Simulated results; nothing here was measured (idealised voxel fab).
The name of this process module is voxel ribs on slabs.
In the cross-section labelled cut, the width is 185 nm and each square cell is 5 nm.
We lay out every cross-section as a grid of square cells and spell it out in bands from the top down, where one band means one or more rows of cells.
Read a band's entry like this: the first values are the height of its top and the height of its bottom in nm, and what follows is the sequence of materials from left to right, each with its width in nm. Note that "empty" is empty space, and that a single material marked "all across" reaches across the band from edge to edge.
Measure heights from 0. That's the level where, below it, the as-received wafer is all one material. The lowest band is bottomless and extends downward; write it as in "0 down".
With a width like "30 to 40", each row of cells in the band differs from the next by the same amount, the top row carrying the first number and the bottom row the second.
"nothing was modified" (step): cross-section cells unchanged, all of them.
Each empty space that has no open way to the top and spans at least 8 cells appears under "Enclosed void listing" as width x height at distance, the distance counted from the left edge, all in nm.
Anything after a step's settings on that line? It's the simulator's own note about the step.
A step line may carry the setting "overlay nm", which, for steps involving a mask, states the distance by which the mask lay to the right of its intended position; negative values denote displacement to the left.
# Set out below are the planned steps of the process
1. RECEIVE, material Si
2. DIRECTIONAL_DEP, material SiO2, thk nm 25
3. DIRECTIONAL_DEP, material SiN, thk nm 15
4. PATTERN, tone cover, mask id RIB, material resist, width nm 30, thk nm 15, overlay nm 0
5. DIRECTIONAL_ETCH, etch materials SiN, depth nm 5
6. STRIP, etch materials resist
7. DIRECTIONAL_DEP, material aC, thk nm 10
8. PATTERN, tone cover, mask id SLAB, material resist, width nm 60, thk nm 25, overlay nm 0
9. DIRECTIONAL_ETCH, etch materials aC, depth nm 10
10. STRIP, etch materials resist
11. DIRECTIONAL_ETCH, etch materials SiN, depth nm 10
12. STRIP, etch materials aC
13. FILL_DEP, material SiO2, thk nm 25
14. CMP, height nm 60
15. DIRECTIONAL_DEP, material W, thk nm 5
16. PATTERN, tone cover, mask id HEATER, material resist, width nm 40, thk nm 15, overlay nm 0
17. DIRECTIONAL_ETCH, etch materials W, depth nm 5
18. STRIP, etch materials resist
19. CONFORMAL_DEP, material SiN, thk nm 10
# First of two wafers, with the run carried out as planned
# So this is the incoming wafer in cross-section - it's already been through step 1
> 0 down | Si all across
> Enclosed void listing: none
# So this is the wafer cross-section right after step 2
> 25 to 0 | SiO2 all across
> Below 0, no change.
# So this is the wafer cross-section right after step 3
> 40 to 25 | SiN all across
> Below 25, no change.
# So this is the wafer cross-section right after step 4
> 55 to 40 | empty 75 nm, then resist 30 nm, then empty 80 nm
> Below 40, no change.
# So this is the wafer cross-section right after step 5
> 55 to 40 | empty 75 nm, then resist 30 nm, then empty 80 nm
> 40 to 35 | empty 75 nm, then SiN 30 nm, then empty 80 nm
> Below 35, no change.
# So this is the wafer cross-section right after step 6
> 40 to 35 | empty 75 nm, then SiN 30 nm, then empty 80 nm
> Below 35, no change.
# So this is the wafer cross-section right after step 7
> 50 to 45 | empty 75 nm, then aC 30 nm, then empty 80 nm
> 45 to 40 | aC all across
> 40 to 35 | aC 75 nm, then SiN 30 nm, then aC 80 nm
> Below 35, no change.
# So this is the wafer cross-section right after step 8
> 75 to 50 | empty 60 nm, then resist 60 nm, then empty 65 nm
> 50 to 45 | empty 60 nm, then resist 15 nm, then aC 30 nm, then resist 15 nm, then empty 65 nm
> Below 45, no change.
# So this is the wafer cross-section right after step 9
> 65 to 50 | empty 60 nm, then resist 60 nm, then empty 65 nm
> 50 to 45 | empty 60 nm, then resist 15 nm, then aC 30 nm, then resist 15 nm, then empty 65 nm
> 45 to 40 | empty 60 nm, then aC 60 nm, then empty 65 nm
> 40 to 35 | empty 60 nm, then aC 15 nm, then SiN 30 nm, then aC 15 nm, then empty 65 nm
> Below 35, no change.
# So this is the wafer cross-section right after step 10
> 50 to 40 | empty 75 to 60 nm, then aC 30 to 60 nm, then empty 80 to 65 nm
> Below 40, no change.
# So this is the wafer cross-section right after step 11
> 50 to 40 | empty 75 to 60 nm, then aC 30 to 60 nm, then empty 80 to 65 nm
> 40 to 35 | empty 60 nm, then aC 15 nm, then SiN 30 nm, then aC 15 nm, then empty 65 nm
> 35 to 25 | empty 60 nm, then SiN 60 nm, then empty 65 nm
> Below 25, no change.
# So this is the wafer cross-section right after step 12
> 40 to 35 | empty 75 nm, then SiN 30 nm, then empty 80 nm
> Below 35, no change.
# So this is the wafer cross-section right after step 13
> 65 to 40 | SiO2 all across
> 40 to 35 | SiO2 75 nm, then SiN 30 nm, then SiO2 80 nm
> 35 to 25 | SiO2 60 nm, then SiN 60 nm, then SiO2 65 nm
> Below 25, no change.
# So this is the wafer cross-section right after step 14
> 60 to 40 | SiO2 all across
> Below 40, no change.
# So this is the wafer cross-section right after step 15
> 65 to 60 | W all across
> Below 60, no change.
# So this is the wafer cross-section right after step 16
> 80 to 65 | empty 70 nm, then resist 40 nm, then empty 75 nm
> Below 65, no change.
# So this is the wafer cross-section right after step 17
> 80 to 65 | empty 70 nm, then resist 40 nm, then empty 75 nm
> 65 to 60 | empty 70 nm, then W 40 nm, then empty 75 nm
> Below 60, no change.
# So this is the wafer cross-section right after step 18
> 65 to 60 | empty 70 nm, then W 40 nm, then empty 75 nm
> Below 60, no change.
# So this is the wafer cross-section right after step 19
> 75 to 70 | empty 60 nm, then SiN 60 nm, then empty 65 nm
> 70 to 65 | SiN all across
> 65 to 60 | SiN 70 nm, then W 40 nm, then SiN 75 nm
> Below 60, no change.
# What follows concerns the second wafer, which started out like the first and was meant to follow the very same plan; one mistake crept in when it was run, but everything up to and including step 7 is the same as for the first wafer
# Planned end of step 8: second wafer, cross-section
> 75 to 50 | empty 65 nm, then resist 50 nm, then empty 70 nm
> 50 to 45 | empty 65 nm, then resist 10 nm, then aC 30 nm, then resist 10 nm, then empty 70 nm
> Below 45, no change.
# Planned end of step 9: second wafer, cross-section
> 65 to 50 | empty 65 nm, then resist 50 nm, then empty 70 nm
> 50 to 45 | empty 65 nm, then resist 10 nm, then aC 30 nm, then resist 10 nm, then empty 70 nm
> 45 to 40 | empty 65 nm, then aC 50 nm, then empty 70 nm
> 40 to 35 | empty 65 nm, then aC 10 nm, then SiN 30 nm, then aC 10 nm, then empty 70 nm
> Below 35, no change.
# Planned end of step 10: second wafer, cross-section
> 50 to 40 | empty 75 to 65 nm, then aC 30 to 50 nm, then empty 80 to 70 nm
> Below 40, no change.
# Planned end of step 11: second wafer, cross-section
> 50 to 40 | empty 75 to 65 nm, then aC 30 to 50 nm, then empty 80 to 70 nm
> 40 to 35 | empty 65 nm, then aC 10 nm, then SiN 30 nm, then aC 10 nm, then empty 70 nm
> 35 to 25 | empty 65 nm, then SiN 50 nm, then empty 70 nm
> Below 25, no change.
# Planned end of step 12: second wafer, cross-section
> 40 to 35 | empty 75 nm, then SiN 30 nm, then empty 80 nm
> Below 35, no change.
# Planned end of step 13: second wafer, cross-section
> 65 to 40 | SiO2 all across
> 40 to 35 | SiO2 75 nm, then SiN 30 nm, then SiO2 80 nm
> 35 to 25 | SiO2 65 nm, then SiN 50 nm, then SiO2 70 nm
> Below 25, no change.
# Planned end of step 14: second wafer, cross-section
> 60 to 40 | SiO2 all across
> Below 40, no change.
# Planned end of step 15: second wafer, cross-section
> 65 to 60 | W all across
> Below 60, no change.
# Planned end of step 16: second wafer, cross-section
> 80 to 65 | empty 70 nm, then resist 40 nm, then empty 75 nm
> Below 65, no change.
# Planned end of step 17: second wafer, cross-section
> 80 to 65 | empty 70 nm, then resist 40 nm, then empty 75 nm
> 65 to 60 | empty 70 nm, then W 40 nm, then empty 75 nm
> Below 60, no change.
# Planned end of step 18: second wafer, cross-section
> 65 to 60 | empty 70 nm, then W 40 nm, then empty 75 nm
> Below 60, no change.
# Planned end of step 19: second wafer, cross-section
> 75 to 70 | empty 60 nm, then SiN 60 nm, then empty 65 nm
> 70 to 65 | SiN all across
> 65 to 60 | SiN 70 nm, then W 40 nm, then SiN 75 nm
> Below 60, no change.
Diagnosis: so step 8 ended up running with a different setting than we planned, it ran as PATTERN, tone cover, mask id SLAB, material resist, width nm 50, thk nm 25, overlay nm 0
Final difference in cells, second wafer against first, listed per material as more or fewer: SiN -4; SiO2 +4
